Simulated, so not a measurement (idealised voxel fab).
A process module follows: voxel ribs on slabs.
The figure presents cross-section cut, which has a width of 270 nm and is divided into square cells with an edge length of 5 nm.
Notation: cross-section as square-cell grid; stated in bands, top first, going down; one or more cell rows per band.
In this notation a band is specified by the heights of its top and bottom, in that order and in nm, after which its materials appear from left to right, each paired with its width in nm. The word "throughout" attached to a single material means that material fills the band from edge to edge; the word "empty" stands for empty space.
Ref level 0: as-received wafer is one material below here. Bottom band extends down with no lower bound ("top 0, no bottom").
Read "30->40" as a graded width: first number on top, second number at the bottom, same change between each pair of neighbouring rows.
Reading "no modification" for a step: not a cell of the cross-section changed in it.
In "Unvented voids" the enclosed voids are listed, meaning empty spaces of 8 cells or larger without any opening to the top. The form is width x height at distance, distance from the left edge, units nm.
Past the settings on a step's line: simulator remark, on that step.
overlay nm, on a step with a mask: how far to the right of its planned place the mask lay; to the left if negative

Planned step list for the process:
step 1: RECEIVE,material Si
step 2: DIRECTIONAL_DEP,material SiO2,thk nm 30
step 3: DIRECTIONAL_DEP,material polySi,thk nm 25
step 4: MASKED_ETCH,tone cover,mask id RIB,width nm 20,etch materials polySi,depth nm 20,overlay nm 0
step 5: PATTERN,tone cover,mask id SLAB,material resist,width nm 70,thk nm 20,overlay nm 0
step 6: DIRECTIONAL_ETCH,etch materials polySi,depth nm 5
step 7: STRIP,etch materials resist
step 8: FILL_DEP,material SiO2,thk nm 20
step 9: CMP,height nm 65
step 10: DIRECTIONAL_DEP,material TiN,thk nm 10
step 11: DIRECTIONAL_DEP,material aC,thk nm 10
step 12: PATTERN,tone cover,mask id HEATER,material resist,width nm 30,thk nm 30,overlay nm 0
step 13: DIRECTIONAL_ETCH,etch materials aC,depth nm 10
step 14: STRIP,etch materials resist
step 15: DIRECTIONAL_ETCH,etch materials TiN,depth nm 10
step 16: STRIP,etch materials aC
step 17: CONFORMAL_DEP,material SiO2,thk nm 10

Incoming wafer, cross-sectional view, post step 1:
  top 0, no bottom: Si throughout
  Unvented voids: none

Final cross-section, module run with one mistake (start and plan as above):
  top 85, bottom 75: 110 nm empty  50 nm SiO2  110 nm empty
  top 75, bottom 65: 120 nm SiO2  30 nm TiN  120 nm SiO2
  top 65, bottom 60: 100 nm SiO2  70 nm polySi  100 nm SiO2
  top 60, bottom 0: SiO2 throughout
  top 0, no bottom: Si throughout
  Unvented voids: none
Want to know what went wrong? heads up, step 2 of the plan got done twice
